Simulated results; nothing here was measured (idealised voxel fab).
Process module, titled voxel self aligned vias
We display cut, a cross-section 185 nm in width whose square cells are each 5 nm.
Bands, listed from the top down, are how a cross-section gets written in this document; the cross-section itself is a grid of square cells, and a band is one or more rows of them.
Band entry format. Leading values: height of top, height of bottom, nm. Remainder: materials in left-to-right order, each with its width in nm. Special words: "edge to edge" on a single material, which then fills the band edge to edge; "air", empty space.
Heights are measured from 0, the level below which the as-received wafer is all one material; the lowest band has no bottom and continues downward, written as in "0 and below".
A width such as "30->40" changes by the same amount from each row of cells to the next, from the band's top row to its bottom row.
No cell of the cross-section changed in a step that is given as "nothing was modified".
"Sealed voids" means: voids of 8 cells or more that are shut off from the top with no open way through. Written width x height at distance, distance from the left edge, in nm.
Heads up: the bit after the settings on a step's line is the simulator's remark on that step.
overlay nm, on a step with a mask: how far to the right of its planned place the mask lay; to the left if negative

# Planned process steps
1,RECEIVE, material Si
2,CONFORMAL_DEP, material SiO2, thk nm 15
3,CONFORMAL_DEP, material SiCN, thk nm 5
4,DIRECTIONAL_DEP, material SiO2, thk nm 30
5,DIRECTIONAL_DEP, material aC, thk nm 15
6,PATTERN, tone open, mask id LINES, material resist, width nm 30, pitch nm 70, thk nm 30, overlay nm 0
7,DIRECTIONAL_ETCH, etch materials aC, depth nm 15
8,STRIP, etch materials resist
9,DIRECTIONAL_ETCH, etch materials SiO2, depth nm 30
10,STRIP, etch materials aC
11,CONFORMAL_DEP, material TiN, thk nm 5
12,FILL_DEP, material W, thk nm 10
13,CMP, height nm 50
14,SELECTIVE_ETCH, etch materials W Ru TiN, depth nm 5
15,FILL_DEP, material SiN, thk nm 5
16,CMP, height nm 50
17,DIRECTIONAL_DEP, material SiO2, thk nm 15
18,MASKED_ETCH, tone open, mask id VIAS, width nm 40, pitch nm 70, etch materials SiO2, depth nm 15, overlay nm 0
19,MASKED_ETCH, tone open, mask id VIAS, width nm 40, pitch nm 70, etch materials SiN, depth nm 5, overlay nm 0
20,CONFORMAL_DEP, material TiN, thk nm 5
21,FILL_DEP, material W, thk nm 5
22,CMP, height nm 65
23,CONFORMAL_DEP, material SiCN, thk nm 5

# The cross-section here shows the wafer as received, i.e. in its state after step 1
  0 and below = Si edge to edge
  Sealed voids: none

# End state of the module in cross-section, given the above starting point and plan and one mistake in execution
  70 down to 65 = SiCN edge to edge
  65 down to 50 = SiO2 35 | TiN 5 | W 30 | TiN 5 | SiO2 30 | TiN 5 | W 30 | TiN 5 | SiO2 40
  50 down to 45 = SiN 35 | TiN 40 | SiN 30 | TiN 40 | SiN 40
  45 down to 40 = W edge to edge
  40 down to 35 = TiN 45 | W 20 | TiN 50 | W 20 | TiN 50
  35 down to 10 = SiO2 40 | TiN 5 | W 20 | TiN 5 | SiO2 40 | TiN 5 | W 20 | TiN 5 | SiO2 45
  10 down to 5 = SiO2 40 | TiN 30 | SiO2 40 | TiN 30 | SiO2 45
  5 down to 0 = SiCN edge to edge
  0 and below = Si edge to edge
  Sealed voids: none
Want to know what went wrong? plan step 2: skipped, not run
